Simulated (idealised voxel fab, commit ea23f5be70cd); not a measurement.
process module | voxel spacer lines
cross-section cut | 200 nm wide | cells 5 nm
A cross-section is a grid of square cells, given in bands from the top down. A band is one or more rows of cells.
Each band's line starts with the height of the band's top and of its bottom, in nm. Then come its materials from left to right, each with its width in nm. One material with "throughout" fills the band from edge to edge. "air" is empty space.
Height 0 is the level under which the wafer as received is all one material. The lowest band goes on downwards, as in "0 down".
A width such as "30 to 40" changes by the same amount from each row of cells to the next, from the band's top row to its bottom row.
"no change" after a step means that no cell of the cross-section changed.
closed voids: empty space of 8 cells or more with no open way to the top, each as width x height at its distance from the left edge, in nm
after a step's settings: what the simulator itself notes on the step
overlay nm, on a step with a mask: how far to the right of its planned place the mask lay; to the left if negative
plan
1 op RECEIVE | material Si
2 op CONFORMAL_DEP | material Al2O3 | thk nm 5
3 op DIRECTIONAL_DEP | material TiN | thk nm 15
4 op DIRECTIONAL_DEP | material aC | thk nm 25
5 op PATTERN | tone cover | mask id MANDREL | material resist | width nm 20 | pitch nm 60 | thk nm 35 | overlay nm 0
6 op DIRECTIONAL_ETCH | etch materials aC | depth nm 25
7 op STRIP | etch materials resist
8 op CONFORMAL_DEP | material SiO2 | thk nm 10
9 op DIRECTIONAL_ETCH | etch materials SiO2 | depth nm 10
10 op STRIP | etch materials aC
11 op DIRECTIONAL_ETCH | etch materials TiN | depth nm 15
12 op STRIP | etch materials SiO2
13 op FILL_DEP | material lowk | thk nm 5
14 op CMP | height nm 20
as received, after step 1
  0 down: Si throughout
  closed voids: none
first wafer at the end, as planned
  20 to 5: lowk 50 | TiN 10 | lowk 20 | TiN 10 | lowk 20 | TiN 10 | lowk 20 | TiN 10 | lowk 50
  5 to 0: Al2O3 throughout
  0 down: Si throughout
  closed voids: none
second wafer at the end: like start, like plan, one mistake
  20 to 15: lowk throughout
  15 to 5: lowk 50 | TiN 10 | lowk 20 | TiN 10 | lowk 20 | TiN 10 | lowk 20 | TiN 10 | lowk 50
  5 to 0: Al2O3 throughout
  0 down: Si throughout
  closed voids: none
what went wrong: step 3 ran as: op DIRECTIONAL_DEP | material TiN | thk nm 10
at the end the second wafer has, in cells: 8 fewer of TiN | 8 more of lowk
